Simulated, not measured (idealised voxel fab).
Name of the process module below: voxel ribs on slabs
Each square cell in cross-section cut measures 5 nm, and the section as a whole is 300 nm wide.
Each cross-section below is a grid of square cells, stated as bands in top-down order, with one or more rows of cells making up each band.
What a band's entry tells you: where the top is and where the bottom is, as heights in nm, and after that what lies inside, material by material from left to right, each with its width in nm. Empty space is written as the word "air", and a single material marked with the word "throughout" occupies the band from edge to edge.
Heights are reckoned from 0. Under this level, the received wafer is all of one material. The bottommost band is open-ended downward, for example "0..down".
It should be noted that a width expressed as "30 to 40" varies in equal increments from row to row of cells within the band, taking the value of the first number at the top row and that of the second number at the bottom row.
"all unchanged" for a step: no cell of the cross-section changed in that step.
Voids not open to the top, 8 cells minimum: see "Listed closed voids". Written width x height at distance; distance is from the left edge; nm.
Read whatever lies past the settings on a step's line as the simulator's own remark about the step.
Steps that use a mask can have "overlay nm" on their line. It says how far the mask sat to the right of where it was meant to be. Negative means to the left.

## Planned process steps
1: RECEIVE (material Si)
2: DIRECTIONAL_DEP (material SiO2; thk nm 20)
3: DIRECTIONAL_DEP (material polySi; thk nm 20)
4: DIRECTIONAL_DEP (material aC; thk nm 15)
5: PATTERN (tone cover; mask id RIB; material resist; width nm 20; thk nm 30; overlay nm 0)
6: DIRECTIONAL_ETCH (etch materials aC; depth nm 15)
7: STRIP (etch materials resist)
8: DIRECTIONAL_ETCH (etch materials polySi; depth nm 10)
9: STRIP (etch materials aC)
10: PATTERN (tone cover; mask id SLAB; material resist; width nm 90; thk nm 20; overlay nm 0)
11: DIRECTIONAL_ETCH (etch materials polySi; depth nm 10)
12: STRIP (etch materials resist)
13: FILL_DEP (material SiO2; thk nm 30)
14: CMP (height nm 60)
15: DIRECTIONAL_DEP (material TiN; thk nm 5)
16: DIRECTIONAL_DEP (material aC; thk nm 15)
17: PATTERN (tone cover; mask id HEATER; material resist; width nm 40; thk nm 30; overlay nm 0)
18: DIRECTIONAL_ETCH (etch materials aC; depth nm 15)
19: STRIP (etch materials resist)
20: DIRECTIONAL_ETCH (etch materials TiN; depth nm 5)
21: STRIP (etch materials aC)
22: CONFORMAL_DEP (material SiO2; thk nm 5)
Don't read the plan's width nm for step 5 as applying to every wafer: that's the first wafer's value, and the wafers differ in it, though they all start identical.

## As-received cross-section, first of several wafers, post step 1
- 0..down  Si throughout
- Listed closed voids: none

## Per-wafer rows below. For each material: cells gained (+) or lost (-) since the wafer was received, as of end of module. Then: closed voids
width nm 20, +738 SiO2, +8 TiN, +44 polySi, Listed closed voids: none
width nm 25, +736 SiO2, +8 TiN, +46 polySi, Listed closed voids: none
width nm 30, +734 SiO2, +8 TiN, +48 polySi, Listed closed voids: none
width nm 35, +732 SiO2, +8 TiN, +50 polySi, Listed closed voids: none
width nm 40, +730 SiO2, +8 TiN, +52 polySi, Listed closed voids: none
width nm 45, +728 SiO2, +8 TiN, +54 polySi, Listed closed voids: none
